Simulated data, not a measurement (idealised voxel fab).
process module | voxel double patterning
Pictured: cross-section cut, 200 nm wide, on a grid of 5 nm square cells.
Bands, listed from the top down, are how a cross-section gets written in this document; the cross-section itself is a grid of square cells, and a band is one or more rows of them. Look at the band entry: it leads with the top's height and the bottom's height in nm. Then it lists the materials left to right, with a width in nm for each. The word "throughout" on a single material says that material fills the band edge to edge. The word "blank" is empty space. Beneath 0, the wafer as received is one material, and that level is where height counting begins. The lowest band goes on downward without a bottom; it is written like "0 -> down". When a width is written as two numbers, as in "30->40", the first number is the width in the top row of cells of the band and the second is the width in its bottom row, and the width changes by the same amount from each row to the next. "remained unchanged", as given for a step, is the statement that not any cell of the cross-section underwent a change during that step. Entry "Closed empty spaces" = empty spaces >= 8 cells with no open way to the top; each as width x height at distance, distance from left edge, all nm. Note: text after step settings on the step line = simulator remark on that step. overlay nm: on a step with a mask, how far right of its planned place the mask lay; negative means left.
**plan**
1,RECEIVE, material Si
2,CONFORMAL_DEP, material SiO2, thk nm 10
3,DIRECTIONAL_DEP, material W, thk nm 10
4,DIRECTIONAL_DEP, material SiN, thk nm 10
5,MASKED_ETCH, tone open, mask id FIRST, width nm 15, pitch nm 50, etch materials SiN, depth nm 10, overlay nm 0
6,MASKED_ETCH, tone open, mask id SECOND, width nm 15, etch materials SiN, depth nm 10, overlay nm 0
7,DIRECTIONAL_ETCH, etch materials W, depth nm 10
8,STRIP, etch materials SiN
**Step 1 complete: cross-section of the wafer as received**
0 -> down  Si throughout
Closed empty spaces: none
**Look at the cross-section after the module: the wafer started out the way shown above and the plan was the one shown above, yet one mistake was made along the way**
20 -> 15  65 nm W | 15 nm blank | 10 nm W | 15 nm blank | 10 nm W | 15 nm blank | 70 nm W
15 -> 10  W throughout
10 -> 0  SiO2 throughout
0 -> down  Si throughout
Closed empty spaces: none
What was the processing mistake? step 7 was run on a setting that differed from the plan, and what really ran there is DIRECTIONAL_ETCH, etch materials W, depth nm 5
